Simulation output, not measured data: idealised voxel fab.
process module | voxel ribs on slabs
cross-section cut | 220 nm wide | cells 5 nm
A cross-section is a grid of square cells, given in bands from the top down. A band is one or more rows of cells.
Each band's line starts with the height of the band's top and of its bottom, in nm. Then come its materials from left to right, each with its width in nm. One material with "throughout" fills the band from edge to edge. "air" is empty space.
Height 0 is the level under which the wafer as received is all one material. The lowest band goes on downwards, as in "0 down".
A width such as "30 to 40" changes by the same amount from each row of cells to the next, from the band's top row to its bottom row.
"no change" after a step means that no cell of the cross-section changed.
closed voids: empty space of 8 cells or more with no open way to the top, each as width x height at its distance from the left edge, in nm
after a step's settings: what the simulator itself notes on the step
overlay nm, on a step with a mask: how far to the right of its planned place the mask lay; to the left if negative
plan
1 op RECEIVE | material Si
2 op DIRECTIONAL_DEP | material SiO2 | thk nm 20
3 op DIRECTIONAL_DEP | material SiN | thk nm 25
4 op DIRECTIONAL_DEP | material aC | thk nm 15
5 op PATTERN | tone cover | mask id RIB | material resist | width nm 15 | thk nm 30 | overlay nm -15
6 op DIRECTIONAL_ETCH | etch materials aC | depth nm 15
7 op STRIP | etch materials resist
8 op DIRECTIONAL_ETCH | etch materials SiN | depth nm 20
9 op STRIP | etch materials aC
10 op DIRECTIONAL_DEP | material aC | thk nm 10
11 op PATTERN | tone cover | mask id SLAB | material resist | width nm 45 | thk nm 30 | overlay nm 0
12 op DIRECTIONAL_ETCH | etch materials aC | depth nm 10
13 op STRIP | etch materials resist
14 op DIRECTIONAL_ETCH | etch materials SiN | depth nm 5
15 op STRIP | etch materials aC
16 op FILL_DEP | material SiO2 | thk nm 25
17 op CMP | height nm 60
18 op DIRECTIONAL_DEP | material TiN | thk nm 5
19 op MASKED_ETCH | tone cover | mask id HEATER | width nm 25 | etch materials TiN | depth nm 5 | overlay nm 0
20 op CONFORMAL_DEP | material SiO2 | thk nm 10
varied across the wafers: overlay nm of step 5. The plan shows the first wafer's value. All wafers start alike
first wafer as received, after step 1
  0 down: Si throughout
  closed voids: none
each wafer at the end: cells of each material gained (+) or lost (-) since it was received, then its closed voids
overlay nm -15 | +21 SiN | +599 SiO2 | +5 TiN | closed voids: none
overlay nm -10 | +21 SiN | +599 SiO2 | +5 TiN | closed voids: none
overlay nm -5 | +21 SiN | +599 SiO2 | +5 TiN | closed voids: none
overlay nm 0 | +21 SiN | +599 SiO2 | +5 TiN | closed voids: none
overlay nm 5 | +21 SiN | +599 SiO2 | +5 TiN | closed voids: none
overlay nm 10 | +21 SiN | +599 SiO2 | +5 TiN | closed voids: none
overlay nm 15 | +21 SiN | +599 SiO2 | +5 TiN | closed voids: none
